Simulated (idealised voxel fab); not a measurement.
This is a process module. Its name is voxel spacer lines.
Each square cell in cross-section cut measures 5 nm, and the section as a whole is 175 nm wide.
Notation: cross-section as square-cell grid; stated in bands, top first, going down; one or more cell rows per band.
Heights first: top, then bottom, in nm. Then materials, left to right, each with a width in nm. "all across" on a single material: fills the band edge to edge. "air": empty space.
A quick word on heights: they are counted from 0, and under that level the wafer as it came to us is one material throughout. The lowest band is different from the rest in having no bottom; it simply continues downward, written as in "top 0, no bottom".
Graded width ("30..40"): value in top row of band = first number; value in bottom row = second number; row-to-row change constant.
Take "no change" at face value: in the step it is given for, the cross-section changed in none of its cells.
You'll see "Voids, sealed" listing empty spaces that have no way open to the top, as long as they're 8 cells or more; the notation is width x height at distance, where the distance is from the left edge, and all of it is in nm.
after a step's settings: what the simulator itself notes on the step
"overlay nm" answers the question of how far to the right of plan the mask lay on a step that has a mask, and when it is negative the answer is to the left.

# Set out below are the planned steps of the process
1) RECEIVE [material Si]
2) CONFORMAL_DEP [material Al2O3] [thk nm 10]
3) DIRECTIONAL_DEP [material W] [thk nm 15]
4) DIRECTIONAL_DEP [material polySi] [thk nm 25]
5) PATTERN [tone cover] [mask id MANDREL] [material resist] [width nm 20] [pitch nm 60] [thk nm 30] [overlay nm 0]
6) DIRECTIONAL_ETCH [etch materials polySi] [depth nm 25]
7) STRIP [etch materials resist]
8) CONFORMAL_DEP [material SiN] [thk nm 10]
9) DIRECTIONAL_ETCH [etch materials SiN] [depth nm 10]
10) STRIP [etch materials polySi]
11) DIRECTIONAL_ETCH [etch materials W] [depth nm 15]
12) STRIP [etch materials SiN]
13) FILL_DEP [material SiO2] [thk nm 10]
14) CMP [height nm 25]

# Wafer as received: cross-section following step 1
top 0, no bottom  Si all across
Voids, sealed: none

# End-of-module cross-section of the first of two wafers, processed as planned
top 25, bottom 10  SiO2=5, W=10, SiO2=20, W=10, SiO2=20, W=10, SiO2=20, W=10, SiO2=20, W=10, SiO2=20, W=10, SiO2=10
top 10, bottom 0  Al2O3 all across
top 0, no bottom  Si all across
Voids, sealed: none

# End of module, second wafer, cross-section. Started like the first, planned like the first, run with one mistake
top 25, bottom 10  polySi=5, W=10, polySi=20, W=10, polySi=20, W=10, polySi=20, W=10, polySi=20, W=10, polySi=20, W=10, polySi=10
top 10, bottom 0  Al2O3 all across
top 0, no bottom  Si all across
Voids, sealed: none
Misprocessing identified: step 13 deviated from plan and actually ran as FILL_DEP [material polySi] [thk nm 10]
The closing comparison, in cells, has the second wafer with more or fewer of some materials than the first: SiO2 -69 | polySi +69
